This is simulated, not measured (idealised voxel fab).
process module | voxel trench capacitor
cross-section cut | 220 nm wide | cells 5 nm
A cross-section is a grid of square cells, given in bands from the top down. A band is one or more rows of cells.
Each band's line starts with the height of the band's top and of its bottom, in nm. Then come its materials from left to right, each with its width in nm. One material with "throughout" fills the band from edge to edge. "air" is empty space.
Height 0 is the level under which the wafer as received is all one material. The lowest band goes on downwards, as in "0 down".
A width such as "30 to 40" changes by the same amount from each row of cells to the next, from the band's top row to its bottom row.
"no change" after a step means that no cell of the cross-section changed.
closed voids: empty space of 8 cells or more with no open way to the top, each as width x height at its distance from the left edge, in nm
after a step's settings: what the simulator itself notes on the step
overlay nm, on a step with a mask: how far to the right of its planned place the mask lay; to the left if negative
plan
1 op RECEIVE | material Si
2 op CONFORMAL_DEP | material SiN | thk nm 10
3 op DIRECTIONAL_DEP | material aC | thk nm 15
4 op PATTERN | tone open | mask id TRENCH | material resist | width nm 20 | pitch nm 50 | thk nm 30 | overlay nm -15
5 op DIRECTIONAL_ETCH | etch materials aC | depth nm 15
6 op STRIP | etch materials resist
7 op DIRECTIONAL_ETCH | etch materials SiN | depth nm 10
8 op DIRECTIONAL_ETCH | etch materials Si | depth nm 30
9 op STRIP | etch materials aC
10 op CONFORMAL_DEP | material Al2O3 | thk nm 5
11 op FILL_DEP | material polySi | thk nm 5
12 op CMP | height nm 10
varied across the wafers: overlay nm of step 4. The plan shows the first wafer's value. All wafers start alike
first wafer as received, after step 1
  0 down: Si throughout
  closed voids: none
first wafer at the end, after step 12
  10 to 0: SiN 60 | Al2O3 5 | polySi 10 | Al2O3 5 | SiN 30 | Al2O3 5 | polySi 10 | Al2O3 5 | SiN 90
  0 to -25: Si 60 | Al2O3 5 | polySi 10 | Al2O3 5 | Si 30 | Al2O3 5 | polySi 10 | Al2O3 5 | Si 90
  -25 to -30: Si 60 | Al2O3 20 | Si 30 | Al2O3 20 | Si 90
  -30 down: Si throughout
  closed voids: none
last wafer at the end
  10 to 0: SiN 90 | Al2O3 5 | polySi 10 | Al2O3 5 | SiN 30 | Al2O3 5 | polySi 10 | Al2O3 5 | SiN 60
  0 to -25: Si 90 | Al2O3 5 | polySi 10 | Al2O3 5 | Si 30 | Al2O3 5 | polySi 10 | Al2O3 5 | Si 60
  -25 to -30: Si 90 | Al2O3 20 | Si 30 | Al2O3 20 | Si 60
  -30 down: Si throughout
  closed voids: none
each wafer at the end: cells of each material gained (+) or lost (-) since it was received, then its closed voids
overlay nm -15 | +36 Al2O3 | -48 Si | +72 SiN | +28 polySi | closed voids: none
overlay nm -10 | +36 Al2O3 | -48 Si | +72 SiN | +28 polySi | closed voids: none
overlay nm -5 | +36 Al2O3 | -48 Si | +72 SiN | +28 polySi | closed voids: none
overlay nm 0 | +36 Al2O3 | -48 Si | +72 SiN | +28 polySi | closed voids: none
overlay nm 5 | +36 Al2O3 | -48 Si | +72 SiN | +28 polySi | closed voids: none
overlay nm 10 | +36 Al2O3 | -48 Si | +72 SiN | +28 polySi | closed voids: none
overlay nm 15 | +36 Al2O3 | -48 Si | +72 SiN | +28 polySi | closed voids: none
